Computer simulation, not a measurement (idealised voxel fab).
Process module heading - voxel capacitor over wiring
The cross-section on display is named cut; it measures 195 nm wide, and its cells are 5 nm squares.
When this document writes out a cross-section, it uses a grid of square cells and lists it as bands, beginning at the top and moving down, with a band standing for one or more rows of cells.
Top height, bottom height, nm. Materials left to right, width each, nm. Single material + "all across" = fills band edge to edge. "air" = empty.
For the purposes of this specification, 0 denotes the height below which the wafer in its as-received condition is composed wholly of one material, and the lowermost band, lacking a lower limit, extends downward without end, as expressed in "0 nm and below".
Read "30..40" as a graded width: first number on top, second number at the bottom, same change between each pair of neighbouring rows.
Reading "nothing different" for a step: not a cell of the cross-section changed in it.
Empty spaces without an open route to the top, at least 8 cells in extent, make up the entry "Sealed cavities"; each is given as width x height at distance, where the distance is measured from the left edge, and all are in nm.
Post-settings text on a step line: simulator's own remark regarding the step.
Regarding "overlay nm": on a step with a mask, it is the distance the mask lay to the right of its planned place; a negative value places it to the left.
Below you will find pairs of cross-sections. In each, one shows the wafer before one process step and the other after it, with the after view ending at the lowest band that changed. Under each pair is the step separating them, along with its settings. Do not assume the pairs form a chain: they can come from different runs of this module on the same starting wafer, and a pair continues from the pair above it only when its "Before this step" entry says so.

Before this step:
- 95 nm to 80 nm | SiO2 (50) / air (15) / SiO2 (130)
- 80 nm to 70 nm | SiO2 (45) / TiN (75) / SiO2 (75)
- 70 nm to 65 nm | SiO2 (45) / Al2O3 (75) / SiO2 (75)
- 65 nm to 60 nm | SiO2 (40) / TiN (85) / SiO2 (70)
- 60 nm to 45 nm | lowk (45) / Ru (15) / lowk (135)
- 45 nm to 40 nm | SiCN (45) / Ru (15) / SiCN (135)
- 40 nm to 35 nm | SiCN (25) / Ru (40) / SiCN (60) / Ru (40) / SiCN (30)
- 35 nm to 15 nm | SiO2 (30) / TiN (5) / W (20) / TiN (5) / SiO2 (70) / TiN (5) / W (20) / TiN (5) / SiO2 (35)
- 15 nm to 10 nm | SiCN (30) / TiN (30) / SiCN (70) / TiN (30) / SiCN (35)
- 10 nm to 0 nm | SiO2 all across
- 0 nm and below | Si all across
- Sealed cavities: none

Cross-Section After Step:
- 100 nm to 95 nm | TiN (55) / air (5) / TiN (135)
- 95 nm to 85 nm | SiO2 (50) / TiN (5) / air (5) / TiN (5) / SiO2 (130)
- 85 nm to 80 nm | SiO2 (50) / TiN (15) / SiO2 (130)
- Under 80: no change, same as before.
- Sealed cavities: none
Step, pre vs post cross-sections above: CONFORMAL_DEP with material TiN, thk nm 5

Before this step: carried over from the after image of the pair right above.

Cross-Section After Step:
- 110 nm to 100 nm | Cu all across
- 100 nm to 95 nm | TiN (55) / Cu (5) / TiN (135)
- 95 nm to 85 nm | SiO2 (50) / TiN (5) / Cu (5) / TiN (5) / SiO2 (130)
- Under 85: no change, same as before.
- Sealed cavities: none
Step, pre vs post cross-sections above: FILL_DEP with material Cu, thk nm 10

Before this step: carried over from the after image of the pair right above.

Cross-Section After Step:
- 95 nm to 85 nm | SiO2 (50) / TiN (5) / Cu (5) / TiN (5) / SiO2 (130)
- Under 85: no change, same as before.
- Sealed cavities: none
Step, pre vs post cross-sections above: CMP with height nm 95

Before this step: carried over from the after image of the pair right above.

Cross-Section After Step:
- 100 nm to 95 nm | SiCN all across
- Under 95: no change, same as before.
- Sealed cavities: none
Step, pre vs post cross-sections above: CONFORMAL_DEP with material SiCN, thk nm 5

Before this step:
- 40 nm to 35 nm | TiN (35) / air (20) / TiN (80) / air (20) / TiN (40)
- 35 nm to 15 nm | SiO2 (30) / TiN (5) / air (20) / TiN (5) / SiO2 (70) / TiN (5) / air (20) / TiN (5) / SiO2 (35)
- 15 nm to 10 nm | SiCN (30) / TiN (30) / SiCN (70) / TiN (30) / SiCN (35)
- 10 nm to 0 nm | SiO2 all across
- 0 nm and below | Si all across
- Sealed cavities: none

Cross-Section After Step:
- 45 nm to 40 nm | Cu all across
- 40 nm to 35 nm | TiN (35) / Cu (20) / TiN (80) / Cu (20) / TiN (40)
- 35 nm to 15 nm | SiO2 (30) / TiN (5) / Cu (20) / TiN (5) / SiO2 (70) / TiN (5) / Cu (20) / TiN (5) / SiO2 (35)
- Under 15: no change, same as before.
- Sealed cavities: none
Step, pre vs post cross-sections above: FILL_DEP with material Cu, thk nm 5

Before this step: carried over from the after image of the pair right above.

Cross-Section After Step:
- 35 nm to 15 nm | SiO2 (30) / TiN (5) / Cu (20) / TiN (5) / SiO2 (70) / TiN (5) / Cu (20) / TiN (5) / SiO2 (35)
- Under 15: no change, same as before.
- Sealed cavities: none
Step, pre vs post cross-sections above: CMP with height nm 35

Before this step: carried over from the after image of the pair right above.

Cross-Section After Step:
- 40 nm to 35 nm | air (25) / Ru (40) / air (60) / Ru (40) / air (30)
- Under 35: no change, same as before.
- Sealed cavities: none
Step, pre vs post cross-sections above: EPI with material Ru, thk nm 5

Before this step: carried over from the after image of the pair right above.

Cross-Section After Step:
- 45 nm to 40 nm | SiCN all across
- 40 nm to 35 nm | SiCN (25) / Ru (40) / SiCN (60) / Ru (40) / SiCN (30)
- Under 35: no change, same as before.
- Sealed cavities: none
Step, pre vs post cross-sections above: FILL_DEP with material SiCN, thk nm 5

Before this step: carried over from the after image of the pair right above.

Cross-Section After Step:
- 60 nm to 45 nm | lowk all across
- Under 45: no change, same as before.
- Sealed cavities: none
Step, pre vs post cross-sections above: DIRECTIONAL_DEP with material lowk, thk nm 15

Before this step: carried over from the after image of the pair right above.

Cross-Section After Step:
- 75 nm to 60 nm | resist (45) / air (15) / resist (135)
- Under 60: no change, same as before.
- Sealed cavities: none
Step, pre vs post cross-sections above: PATTERN with tone open, mask id PLUG_1, material resist, width nm 15, thk nm 15, overlay nm 0

Before this step: carried over from the after image of the pair right above.

Cross-Section After Step:
- 75 nm to 60 nm | resist (45) / air (15) / resist (135)
- 60 nm to 45 nm | lowk (45) / air (15) / lowk (135)
- Under 45: no change, same as before.
- Sealed cavities: none
Step, pre vs post cross-sections above: DIRECTIONAL_ETCH with etch materials lowk, depth nm 15

Before this step: carried over from the after image of the pair right above.

Cross-Section After Step:
- 75 nm to 60 nm | resist (45) / air (15) / resist (135)
- 60 nm to 45 nm | lowk (45) / air (15) / lowk (135)
- 45 nm to 40 nm | SiCN (45) / air (15) / SiCN (135)
- Under 40: no change, same as before.
- Sealed cavities: none
Step, pre vs post cross-sections above: DIRECTIONAL_ETCH with etch materials SiCN, depth nm 5

Before this step: carried over from the after image of the pair right above.

Cross-Section After Step:
- 60 nm to 45 nm | lowk (45) / air (15) / lowk (135)
- Under 45: no change, same as before.
- Sealed cavities: none
Step, pre vs post cross-sections above: STRIP with etch materials resist

Before this step: carried over from the after image of the pair right above.

Cross-Section After Step:
- 60 nm to 50 nm | lowk (45) / air (15) / lowk (135)
- 50 nm to 45 nm | lowk (45) / Ru (15) / lowk (135)
- 45 nm to 40 nm | SiCN (45) / Ru (15) / SiCN (135)
- Under 40: no change, same as before.
- Sealed cavities: none
Step, pre vs post cross-sections above: EPI with material Ru, thk nm 10

Before this step: carried over from the after image of the pair right above.

Cross-Section After Step:
- 60 nm to 45 nm | lowk (45) / Ru (15) / lowk (135)
- Under 45: no change, same as before.
- Sealed cavities: none
Step, pre vs post cross-sections above: EPI with material Ru, thk nm 10

Before this step: carried over from the after image of the pair right above.

Cross-Section After Step:
- 65 nm to 60 nm | TiN all across
- Under 60: no change, same as before.
- Sealed cavities: none
Step, pre vs post cross-sections above: DIRECTIONAL_DEP with material TiN, thk nm 5

Before this step: carried over from the after image of the pair right above.

Cross-Section After Step:
- 70 nm to 65 nm | Al2O3 all across
- Under 65: no change, same as before.
- Sealed cavities: none
Step, pre vs post cross-sections above: DIRECTIONAL_DEP with material Al2O3, thk nm 5

Before this step: carried over from the after image of the pair right above.

Cross-Section After Step:
- 80 nm to 70 nm | TiN all across
- Under 70: no change, same as before.
- Sealed cavities: none
Step, pre vs post cross-sections above: DIRECTIONAL_DEP with material TiN, thk nm 10

Before this step: carried over from the after image of the pair right above.

Cross-Section After Step:
- 100 nm to 80 nm | air (45) / resist (75) / air (75)
- Under 80: no change, same as before.
- Sealed cavities: none
Step, pre vs post cross-sections above: PATTERN with tone cover, mask id UPPER_PLATE, material resist, width nm 75, thk nm 20, overlay nm 0

Before this step: carried over from the after image of the pair right above.

Cross-Section After Step:
- 100 nm to 80 nm | air (45) / resist (75) / air (75)
- 80 nm to 70 nm | air (45) / TiN (75) / air (75)
- Under 70: no change, same as before.
- Sealed cavities: none
Step, pre vs post cross-sections above: DIRECTIONAL_ETCH with etch materials TiN, depth nm 10

Before this step: carried over from the after image of the pair right above.

Cross-Section After Step:
- 100 nm to 80 nm | air (45) / resist (75) / air (75)
- 80 nm to 70 nm | air (45) / TiN (75) / air (75)
- 70 nm to 65 nm | air (45) / Al2O3 (75) / air (75)
- Under 65: no change, same as before.
- Sealed cavities: none
Step, pre vs post cross-sections above: DIRECTIONAL_ETCH with etch materials Al2O3, depth nm 5

Before this step: carried over from the after image of the pair right above.

Cross-Section After Step:
- 80 nm to 70 nm | air (45) / TiN (75) / air (75)
- Under 70: no change, same as before.
- Sealed cavities: none
Step, pre vs post cross-sections above: STRIP with etch materials resist

Before this step: carried over from the after image of the pair right above.

Cross-Section After Step:
- 95 nm to 80 nm | air (40) / resist (85) / air (70)
- 80 nm to 70 nm | air (40) / resist (5) / TiN (75) / resist (5) / air (70)
- 70 nm to 65 nm | air (40) / resist (5) / Al2O3 (75) / resist (5) / air (70)
- Under 65: no change, same as before.
- Sealed cavities: none
Step, pre vs post cross-sections above: PATTERN with tone cover, mask id LOWER_PLATE, material resist, width nm 85, thk nm 15, overlay nm 0

Before this step: carried over from the after image of the pair right above.

Cross-Section After Step:
- 95 nm to 80 nm | air (40) / resist (85) / air (70)
- 80 nm to 70 nm | air (40) / resist (5) / TiN (75) / resist (5) / air (70)
- 70 nm to 65 nm | air (40) / resist (5) / Al2O3 (75) / resist (5) / air (70)
- 65 nm to 60 nm | air (40) / TiN (85) / air (70)
- Under 60: no change, same as before.
- Sealed cavities: none
Step, pre vs post cross-sections above: DIRECTIONAL_ETCH with etch materials TiN, depth nm 5

Before this step: carried over from the after image of the pair right above.

Cross-Section After Step:
- 80 nm to 70 nm | air (45) / TiN (75) / air (75)
- 70 nm to 65 nm | air (45) / Al2O3 (75) / air (75)
- Under 65: no change, same as before.
- Sealed cavities: none
Step, pre vs post cross-sections above: STRIP with etch materials resist

Before this step: carried over from the after image of the pair right above.

Cross-Section After Step:
- 100 nm to 80 nm | SiO2 all across
- 80 nm to 70 nm | SiO2 (45) / TiN (75) / SiO2 (75)
- 70 nm to 65 nm | SiO2 (45) / Al2O3 (75) / SiO2 (75)
- 65 nm to 60 nm | SiO2 (40) / TiN (85) / SiO2 (70)
- Under 60: no change, same as before.
- Sealed cavities: none
Step, pre vs post cross-sections above: FILL_DEP with material SiO2, thk nm 20

Before this step: carried over from the after image of the pair right above.

Cross-Section After Step:
- 95 nm to 80 nm | SiO2 all across
- Under 80: no change, same as before.
- Sealed cavities: none
Step, pre vs post cross-sections above: CMP with height nm 95

Before this step: carried over from the after image of the pair right above.

Cross-Section After Step:
- 110 nm to 95 nm | aC all across
- Under 95: no change, same as before.
- Sealed cavities: none
Step, pre vs post cross-sections above: DIRECTIONAL_DEP with material aC, thk nm 15

Before this step: carried over from the after image of the pair right above.

Cross-Section After Step:
- 140 nm to 110 nm | resist (55) / air (15) / resist (125)
- Under 110: no change, same as before.
- Sealed cavities: none
Step, pre vs post cross-sections above: PATTERN with tone open, mask id PLUG_2, material resist, width nm 15, thk nm 30, overlay nm 0

Before this step: carried over from the after image of the pair right above.

Cross-Section After Step:
- 125 nm to 110 nm | resist (55) / air (15) / resist (125)
- 110 nm to 95 nm | aC (55) / air (15) / aC (125)
- Under 95: no change, same as before.
- Sealed cavities: none
Step, pre vs post cross-sections above: DIRECTIONAL_ETCH with etch materials aC, depth nm 15

Before this step: carried over from the after image of the pair right above.

Cross-Section After Step:
- 110 nm to 95 nm | aC (55) / air (15) / aC (125)
- Under 95: no change, same as before.
- Sealed cavities: none
Step, pre vs post cross-sections above: STRIP with etch materials resist

Before this step: carried over from the after image of the pair right above.

Cross-Section After Step:
- 110 nm to 95 nm | aC (55) / air (15) / aC (125)
- 95 nm to 80 nm | SiO2 (55) / air (15) / SiO2 (125)
- Under 80: no change, same as before.
- Sealed cavities: none
Step, pre vs post cross-sections above: DIRECTIONAL_ETCH with etch materials SiO2, depth nm 15

Before this step: carried over from the after image of the pair right above.

Cross-Section After Step:
- 95 nm to 80 nm | SiO2 (55) / air (15) / SiO2 (125)
- Under 80: no change, same as before.
- Sealed cavities: none
Step, pre vs post cross-sections above: STRIP with etch materials aC

Before this step: carried over from the after image of the pair right above.

Cross-Section After Step:
- 100 nm to 95 nm | TiN (60) / air (5) / TiN (130)
- 95 nm to 85 nm | SiO2 (55) / TiN (5) / air (5) / TiN (5) / SiO2 (125)
- 85 nm to 80 nm | SiO2 (55) / TiN (15) / SiO2 (125)
- Under 80: no change, same as before.
- Sealed cavities: none
Step, pre vs post cross-sections above: CONFORMAL_DEP with material TiN, thk nm 5

Before this step: carried over from the after image of the pair right above.

Cross-Section After Step:
- 110 nm to 100 nm | Cu all across
- 100 nm to 95 nm | TiN (60) / Cu (5) / TiN (130)
- 95 nm to 85 nm | SiO2 (55) / TiN (5) / Cu (5) / TiN (5) / SiO2 (125)
- Under 85: no change, same as before.
- Sealed cavities: none
Step, pre vs post cross-sections above: FILL_DEP with material Cu, thk nm 10

Before this step: carried over from the after image of the pair right above.

Cross-Section After Step:
- 95 nm to 85 nm | SiO2 (55) / TiN (5) / Cu (5) / TiN (5) / SiO2 (125)
- Under 85: no change, same as before.
- Sealed cavities: none
Step, pre vs post cross-sections above: CMP with height nm 95

Before this step: carried over from the after image of the pair right above.

Cross-Section After Step:
- 100 nm to 95 nm | SiCN all across
- Under 95: no change, same as before.
- Sealed cavities: none
Step, pre vs post cross-sections above: CONFORMAL_DEP with material SiCN, thk nm 5

Before this step:
- 110 nm to 95 nm | aC all across
- 95 nm to 80 nm | SiO2 all across
- 80 nm to 70 nm | SiO2 (45) / TiN (75) / SiO2 (75)
- 70 nm to 65 nm | SiO2 (45) / Al2O3 (75) / SiO2 (75)
- 65 nm to 60 nm | SiO2 (40) / TiN (85) / SiO2 (70)
- 60 nm to 45 nm | lowk (45) / Ru (15) / lowk (135)
- 45 nm to 40 nm | SiCN (45) / Ru (15) / SiCN (135)
- 40 nm to 35 nm | SiCN (25) / Ru (40) / SiCN (60) / Ru (40) / SiCN (30)
- 35 nm to 15 nm | SiO2 (30) / TiN (5) / W (20) / TiN (5) / SiO2 (70) / TiN (5) / W (20) / TiN (5) / SiO2 (35)
- 15 nm to 10 nm | SiCN (30) / TiN (30) / SiCN (70) / TiN (30) / SiCN (35)
- 10 nm to 0 nm | SiO2 all across
- 0 nm and below | Si all across
- Sealed cavities: none

Cross-Section After Step:
- 140 nm to 110 nm | air (55) / resist (15) / air (125)
- Under 110: no change, same as before.
- Sealed cavities: none
Step, pre vs post cross-sections above: PATTERN with tone cover, mask id PLUG_2, material resist, width nm 15, thk nm 30, overlay nm 0

Before this step: carried over from the after image of the pair right above.

Cross-Section After Step:
- 125 nm to 110 nm | air (55) / resist (15) / air (125)
- 110 nm to 95 nm | air (55) / aC (15) / air (125)
- Under 95: no change, same as before.
- Sealed cavities: none
Step, pre vs post cross-sections above: DIRECTIONAL_ETCH with etch materials aC, depth nm 15

Before this step: carried over from the after image of the pair right above.

Cross-Section After Step:
- 110 nm to 95 nm | air (55) / aC (15) / air (125)
- Under 95: no change, same as before.
- Sealed cavities: none
Step, pre vs post cross-sections above: STRIP with etch materials resist

Before this step: carried over from the after image of the pair right above.

Cross-Section After Step:
- 110 nm to 95 nm | air (55) / aC (15) / air (125)
- 95 nm to 80 nm | air (55) / SiO2 (15) / air (125)
- Under 80: no change, same as before.
- Sealed cavities: none
Step, pre vs post cross-sections above: DIRECTIONAL_ETCH with etch materials SiO2, depth nm 15

Before this step: carried over from the after image of the pair right above.

Cross-Section After Step:
- 95 nm to 80 nm | air (55) / SiO2 (15) / air (125)
- Under 80: no change, same as before.
- Sealed cavities: none
Step, pre vs post cross-sections above: STRIP with etch materials aC

Before this step: carried over from the after image of the pair right above.

Cross-Section After Step:
- 100 nm to 95 nm | air (50) / TiN (25) / air (120)
- 95 nm to 85 nm | air (50) / TiN (5) / SiO2 (15) / TiN (5) / air (120)
- 85 nm to 80 nm | TiN (55) / SiO2 (15) / TiN (125)
- Under 80: no change, same as before.
- Sealed cavities: none
Step, pre vs post cross-sections above: CONFORMAL_DEP with material TiN, thk nm 5

Before this step: carried over from the after image of the pair right above.

Cross-Section After Step:
- 110 nm to 100 nm | Cu all across
- 100 nm to 95 nm | Cu (50) / TiN (25) / Cu (120)
- 95 nm to 85 nm | Cu (50) / TiN (5) / SiO2 (15) / TiN (5) / Cu (120)
- Under 85: no change, same as before.
- Sealed cavities: none
Step, pre vs post cross-sections above: FILL_DEP with material Cu, thk nm 10

Before this step: carried over from the after image of the pair right above.

Cross-Section After Step:
- 95 nm to 85 nm | Cu (50) / TiN (5) / SiO2 (15) / TiN (5) / Cu (120)
- Under 85: no change, same as before.
- Sealed cavities: none
Step, pre vs post cross-sections above: CMP with height nm 95

Before this step: carried over from the after image of the pair right above.

Cross-Section After Step:
- 100 nm to 95 nm | SiCN all across
- Under 95: no change, same as before.
- Sealed cavities: none
Step, pre vs post cross-sections above: CONFORMAL_DEP with material SiCN, thk nm 5
